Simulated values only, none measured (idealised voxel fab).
Presented below is a process module, voxel ribs on slabs.
This is section cut - it's 200 nm across, gridded in 5 nm square cells.
The cross-sections in this document take the form of a grid made of square cells. They are written out as bands, in order from top to bottom. Each band consists of one or more rows of cells. For a band, the entry starts with two heights in nm, that of the top and then that of the bottom, and carries on with the band's materials in order from left to right, each alongside its width in nm; the word "edge to edge" beside a single material means it fills the band edge to edge, and "air" means empty space. Heights are reckoned from 0. Under this level, the received wafer is all of one material. The bottommost band is open-ended downward, for example "0 nm and below". Per-row width for "30..40": begins at first number (top row of band), ends at second number (bottom row), increment between rows held constant. Take "no alterations made" at face value: in the step it is given for, the cross-section changed in none of its cells. The label "Cavities, closed" introduces a list of the empty spaces, 8 cells or larger, that have no open way up to the top; each entry in it reads width x height at distance, where the distance is taken from the left edge and all three are stated in nm. Post-settings text on a step line: simulator's own remark regarding the step. overlay nm, on a step with a mask: how far to the right of its planned place the mask lay; to the left if negative.

THE STEPS PLANNED FOR THE PROCESS ARE AS FOLLOWS
1,RECEIVE with material Si
2,DIRECTIONAL_DEP with material SiO2, thk nm 30
3,DIRECTIONAL_DEP with material polySi, thk nm 15
4,PATTERN with tone cover, mask id RIB, material resist, width nm 30, thk nm 20, overlay nm 0
5,DIRECTIONAL_ETCH with etch materials polySi, depth nm 10
6,STRIP with etch materials resist
7,MASKED_ETCH with tone cover, mask id SLAB, width nm 80, etch materials polySi, depth nm 5, overlay nm 0
8,FILL_DEP with material SiO2, thk nm 30
9,CMP with height nm 65
10,DIRECTIONAL_DEP with material TiN, thk nm 10
11,DIRECTIONAL_DEP with material aC, thk nm 15
12,PATTERN with tone cover, mask id HEATER, material resist, width nm 40, thk nm 30, overlay nm 0
13,DIRECTIONAL_ETCH with etch materials aC, depth nm 15
14,STRIP with etch materials resist
15,DIRECTIONAL_ETCH with etch materials TiN, depth nm 10
16,STRIP with etch materials aC
17,CONFORMAL_DEP with material SiO2, thk nm 10

AS-RECEIVED WAFER CROSS-SECTION (AFTER STEP 1)
0 nm and below  Si edge to edge
Cavities, closed: none

CROSS-SECTIONAL VIEW OF THE FIRST OF THE TWO WAFERS UPON COMPLETION OF THE MODULE, PROCESSED IN ACCORDANCE WITH THE PLAN
85 nm to 75 nm  70 air / 60 SiO2 / 70 air
75 nm to 65 nm  80 SiO2 / 40 TiN / 80 SiO2
65 nm to 45 nm  SiO2 edge to edge
45 nm to 35 nm  85 SiO2 / 30 polySi / 85 SiO2
35 nm to 30 nm  60 SiO2 / 80 polySi / 60 SiO2
30 nm to 0 nm  SiO2 edge to edge
0 nm and below  Si edge to edge
Cavities, closed: none

THIS IS THE SECOND OF THE TWO WAFERS, CROSS-SECTIONED AT THE END OF THE MODULE; IT STARTED EXACTLY LIKE THE FIRST AND WAS GIVEN THE SAME PLAN, BUT IT WAS RUN WITH ONE MISTAKE
85 nm to 75 nm  70 air / 60 polySi / 70 air
75 nm to 65 nm  80 polySi / 40 TiN / 80 polySi
65 nm to 45 nm  SiO2 edge to edge
45 nm to 35 nm  85 SiO2 / 30 polySi / 85 SiO2
35 nm to 30 nm  60 SiO2 / 80 polySi / 60 SiO2
30 nm to 0 nm  SiO2 edge to edge
0 nm and below  Si edge to edge
Cavities, closed: none
Misprocessing identified: so step 17 ended up running with a different setting than we planned, it ran as CONFORMAL_DEP with material polySi, thk nm 10
FYI, end of process, the second wafer has more or fewer cells of some materials than the first: SiO2 -88 | polySi +88
